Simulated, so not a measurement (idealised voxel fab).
This section sets out a process module, namely voxel wiring stack.
It is cross-section cut that appears here, measuring 230 nm in width, its square cells being 5 nm in size.
When this document writes out a cross-section, it uses a grid of square cells and lists it as bands, beginning at the top and moving down, with a band standing for one or more rows of cells. The entry gives the band's vertical extent as a top height and a bottom height in nm, then its horizontal make-up as materials from left to right, each with a width in nm. "air" stands for empty space; a single material marked "everywhere" fills the band edge to edge. The level at which height equals 0 is the one under which the wafer, as it arrives, is entirely one material. No lower edge exists for the bottom band, which continues downward and is notated as in "0 and below". The two numbers in a width such as "30 to 40" mark its ends across the band: the first belongs to the top row of cells, the second to the bottom row, and from each row to the next the width moves by the same amount. Basically "identical to before" means that step didn't change any cell in the cross-section. Voids not open to the top, 8 cells minimum: see "Fully sealed cavities". Written width x height at distance; distance is from the left edge; nm. On a step's line, text after the settings is the simulator commenting on that step. overlay nm: mask offset rightward from planned place, masked step; negative means leftward offset.

[plan]
1: RECEIVE, material Si
2: CONFORMAL_DEP, material SiO2, thk nm 15
3: CONFORMAL_DEP, material SiCN, thk nm 5
4: DIRECTIONAL_DEP, material SiO2, thk nm 25
5: DIRECTIONAL_DEP, material aC, thk nm 10
6: PATTERN, tone open, mask id METAL_1, material resist, width nm 25, pitch nm 50, thk nm 25, overlay nm -10
7: DIRECTIONAL_ETCH, etch materials aC, depth nm 10
8: STRIP, etch materials resist
9: DIRECTIONAL_ETCH, etch materials SiO2, depth nm 25
10: DIRECTIONAL_ETCH, etch materials SiCN, depth nm 5
11: STRIP, etch materials aC
12: CONFORMAL_DEP, material TiN, thk nm 5
13: FILL_DEP, material W, thk nm 5
14: CMP, height nm 45
15: CONFORMAL_DEP, material SiCN, thk nm 5
16: DIRECTIONAL_DEP, material lowk, thk nm 15
17: DIRECTIONAL_DEP, material aC, thk nm 15
18: PATTERN, tone open, mask id PLUG_1, material resist, width nm 15, pitch nm 100, thk nm 35, overlay nm 0
19: DIRECTIONAL_ETCH, etch materials aC, depth nm 15
20: STRIP, etch materials resist
21: DIRECTIONAL_ETCH, etch materials lowk, depth nm 15
22: DIRECTIONAL_ETCH, etch materials SiCN, depth nm 5
23: STRIP, etch materials aC
24: EPI, material Ru, thk nm 10
25: EPI, material Ru, thk nm 10
26: CONFORMAL_DEP, material SiN, thk nm 5
27: DIRECTIONAL_DEP, material SiO2, thk nm 20
28: MASKED_ETCH, tone open, mask id METAL_2, width nm 25, pitch nm 50, etch materials SiO2, depth nm 20, overlay nm 0
29: MASKED_ETCH, tone open, mask id METAL_2, width nm 25, pitch nm 50, etch materials SiN, depth nm 5, overlay nm 0
30: CONFORMAL_DEP, material TiN, thk nm 5
31: FILL_DEP, material Cu, thk nm 10
32: CMP, height nm 90
33: CONFORMAL_DEP, material SiCN, thk nm 5
34: DIRECTIONAL_DEP, material SiO2, thk nm 10
35: DIRECTIONAL_DEP, material aC, thk nm 15
36: PATTERN, tone open, mask id PLUG_2, material resist, width nm 15, pitch nm 100, thk nm 30, overlay nm 0
37: DIRECTIONAL_ETCH, etch materials aC, depth nm 15
38: STRIP, etch materials resist
39: DIRECTIONAL_ETCH, etch materials SiO2, depth nm 10
40: DIRECTIONAL_ETCH, etch materials SiCN, depth nm 5
41: STRIP, etch materials aC
42: CONFORMAL_DEP, material TiN, thk nm 5
43: FILL_DEP, material Ru, thk nm 5
44: CMP, height nm 105
45: DIRECTIONAL_DEP, material TiN, thk nm 5
46: DIRECTIONAL_DEP, material Ru, thk nm 25
47: DIRECTIONAL_DEP, material aC, thk nm 10
48: PATTERN, tone cover, mask id METAL_3, material resist, width nm 25, pitch nm 50, thk nm 30, overlay nm 0
49: DIRECTIONAL_ETCH, etch materials aC, depth nm 10
50: STRIP, etch materials resist
51: DIRECTIONAL_ETCH, etch materials Ru, depth nm 25
52: DIRECTIONAL_ETCH, etch materials TiN, depth nm 5
53: STRIP, etch materials aC
54: CONFORMAL_DEP, material SiCN, thk nm 5
55: FILL_DEP, material SiO2, thk nm 10
56: CMP, height nm 135
57: CONFORMAL_DEP, material SiCN, thk nm 5
58: DIRECTIONAL_DEP, material lowk, thk nm 10
59: PATTERN, tone open, mask id PLUG_3, material resist, width nm 15, pitch nm 100, thk nm 20, overlay nm 0
60: DIRECTIONAL_ETCH, etch materials lowk, depth nm 10
61: DIRECTIONAL_ETCH, etch materials SiCN, depth nm 5
62: STRIP, etch materials resist
63: CONFORMAL_DEP, material TiN, thk nm 5
64: FILL_DEP, material Ru, thk nm 5
65: CMP, height nm 150
66: DIRECTIONAL_DEP, material TiN, thk nm 5
67: DIRECTIONAL_DEP, material W, thk nm 20
68: PATTERN, tone cover, mask id METAL_4, material resist, width nm 25, pitch nm 50, thk nm 20, overlay nm 0
69: DIRECTIONAL_ETCH, etch materials W, depth nm 20
70: DIRECTIONAL_ETCH, etch materials TiN, depth nm 5
71: STRIP, etch materials resist
72: FILL_DEP, material SiO2, thk nm 5
73: CMP, height nm 175
74: CONFORMAL_DEP, material SiN, thk nm 5
Quick note for whoever runs this: the wafers start identical, but the overlay nm at step 6 isn't the same across them. The plan just shows what the first wafer had.

[First of several wafers, received after step 1, in cross-section]
> 0 and below | Si everywhere
> Fully sealed cavities: none

[first wafer at the end, after step 74]
> 180 down to 175 | SiN everywhere
> 175 down to 155 | SiO2 (25); W (25); SiO2 (25); W (25); SiO2 (25); W (25); SiO2 (25); W (25); SiO2 (30)
> 155 down to 150 | SiO2 (25); TiN (25); SiO2 (25); TiN (25); SiO2 (25); TiN (25); SiO2 (25); TiN (25); SiO2 (30)
> 150 down to 140 | lowk (25); TiN (5); Ru (5); TiN (5); lowk (85); TiN (5); Ru (5); TiN (5); lowk (90)
> 140 down to 135 | SiCN (25); TiN (15); SiCN (85); TiN (15); SiCN (90)
> 135 down to 110 | SiO2 (20); SiCN (5); Ru (25); SiCN (5); SiO2 (15); SiCN (5); Ru (25); SiCN (5); SiO2 (15); SiCN (5); Ru (25); SiCN (5); SiO2 (15); SiCN (5); Ru (25); SiCN (5); SiO2 (25)
> 110 down to 105 | SiCN (25); TiN (25); SiCN (25); TiN (25); SiCN (25); TiN (25); SiCN (25); TiN (25); SiCN (30)
> 105 down to 95 | SiO2 (25); TiN (5); Ru (5); TiN (5); SiO2 (85); TiN (5); Ru (5); TiN (5); SiO2 (90)
> 95 down to 90 | SiCN (25); TiN (15); SiCN (85); TiN (15); SiCN (90)
> 90 down to 70 | SiO2 (25); TiN (5); Cu (15); TiN (5); SiO2 (25); TiN (5); Cu (15); TiN (5); SiO2 (25); TiN (5); Cu (15); TiN (5); SiO2 (25); TiN (5); Cu (15); TiN (5); SiO2 (30)
> 70 down to 65 | SiN (25); TiN (25); SiN (25); TiN (25); SiN (25); TiN (25); SiN (25); TiN (25); SiN (30)
> 65 down to 50 | lowk (25); Ru (15); lowk (85); Ru (15); lowk (90)
> 50 down to 45 | SiCN (25); Ru (15); SiCN (85); Ru (15); SiCN (90)
> 45 down to 20 | SiO2 (15); TiN (5); W (15); TiN (5); SiO2 (25); TiN (5); W (15); TiN (5); SiO2 (25); TiN (5); W (15); TiN (5); SiO2 (25); TiN (5); W (15); TiN (5); SiO2 (40)
> 20 down to 15 | SiCN (15); TiN (25); SiCN (25); TiN (25); SiCN (25); TiN (25); SiCN (25); TiN (25); SiCN (40)
> 15 down to 0 | SiO2 everywhere
> 0 and below | Si everywhere
> Fully sealed cavities: none

[Final wafer of several, shown in cross-section at the end of the module]
> 180 down to 175 | SiN everywhere
> 175 down to 155 | SiO2 (25); W (25); SiO2 (25); W (25); SiO2 (25); W (25); SiO2 (25); W (25); SiO2 (30)
> 155 down to 150 | SiO2 (25); TiN (25); SiO2 (25); TiN (25); SiO2 (25); TiN (25); SiO2 (25); TiN (25); SiO2 (30)
> 150 down to 140 | lowk (25); TiN (5); Ru (5); TiN (5); lowk (85); TiN (5); Ru (5); TiN (5); lowk (90)
> 140 down to 135 | SiCN (25); TiN (15); SiCN (85); TiN (15); SiCN (90)
> 135 down to 110 | SiO2 (20); SiCN (5); Ru (25); SiCN (5); SiO2 (15); SiCN (5); Ru (25); SiCN (5); SiO2 (15); SiCN (5); Ru (25); SiCN (5); SiO2 (15); SiCN (5); Ru (25); SiCN (5); SiO2 (25)
> 110 down to 105 | SiCN (25); TiN (25); SiCN (25); TiN (25); SiCN (25); TiN (25); SiCN (25); TiN (25); SiCN (30)
> 105 down to 95 | SiO2 (25); TiN (5); Ru (5); TiN (5); SiO2 (85); TiN (5); Ru (5); TiN (5); SiO2 (90)
> 95 down to 90 | SiCN (25); TiN (15); SiCN (85); TiN (15); SiCN (90)
> 90 down to 70 | SiO2 (25); TiN (5); Cu (15); TiN (5); SiO2 (25); TiN (5); Cu (15); TiN (5); SiO2 (25); TiN (5); Cu (15); TiN (5); SiO2 (25); TiN (5); Cu (15); TiN (5); SiO2 (30)
> 70 down to 65 | SiN (25); TiN (25); SiN (25); TiN (25); SiN (25); TiN (25); SiN (25); TiN (25); SiN (30)
> 65 down to 50 | lowk (25); SiN (5); TiN (5); SiN (5); lowk (85); SiN (5); TiN (5); SiN (5); lowk (90)
> 50 down to 45 | SiCN (25); SiN (5); TiN (5); SiN (5); SiCN (85); SiN (5); TiN (5); SiN (5); SiCN (90)
> 45 down to 20 | SiO2 (40); TiN (5); W (15); TiN (5); SiO2 (25); TiN (5); W (15); TiN (5); SiO2 (25); TiN (5); W (15); TiN (5); SiO2 (25); TiN (5); W (15); TiN (5); SiO2 (15)
> 20 down to 15 | SiCN (40); TiN (25); SiCN (25); TiN (25); SiCN (25); TiN (25); SiCN (25); TiN (25); SiCN (15)
> 15 down to 0 | SiO2 everywhere
> 0 and below | Si everywhere
> Fully sealed cavities: none

[Below, a row for every wafer. Read it as the end-of-module picture: for each material the wafer shows its cells gained (+) or lost (-) since it was received, and then its closed voids]
overlay nm -10, +48 Cu, +132 Ru, +212 SiCN, +72 SiN, +672 SiO2, +180 TiN, +140 W, +200 lowk, Fully sealed cavities: none
overlay nm -5, +48 Cu, +132 Ru, +212 SiCN, +72 SiN, +672 SiO2, +180 TiN, +140 W, +200 lowk, Fully sealed cavities: none
overlay nm 0, +48 Cu, +132 Ru, +212 SiCN, +72 SiN, +672 SiO2, +180 TiN, +140 W, +200 lowk, Fully sealed cavities: none
overlay nm 5, +48 Cu, +132 Ru, +212 SiCN, +72 SiN, +672 SiO2, +180 TiN, +140 W, +200 lowk, Fully sealed cavities: none
overlay nm 10, +48 Cu, +132 Ru, +212 SiCN, +72 SiN, +672 SiO2, +180 TiN, +140 W, +200 lowk, Fully sealed cavities: none
overlay nm 15, +48 Cu, +108 Ru, +212 SiCN, +88 SiN, +672 SiO2, +188 TiN, +140 W, +200 lowk, Fully sealed cavities: none
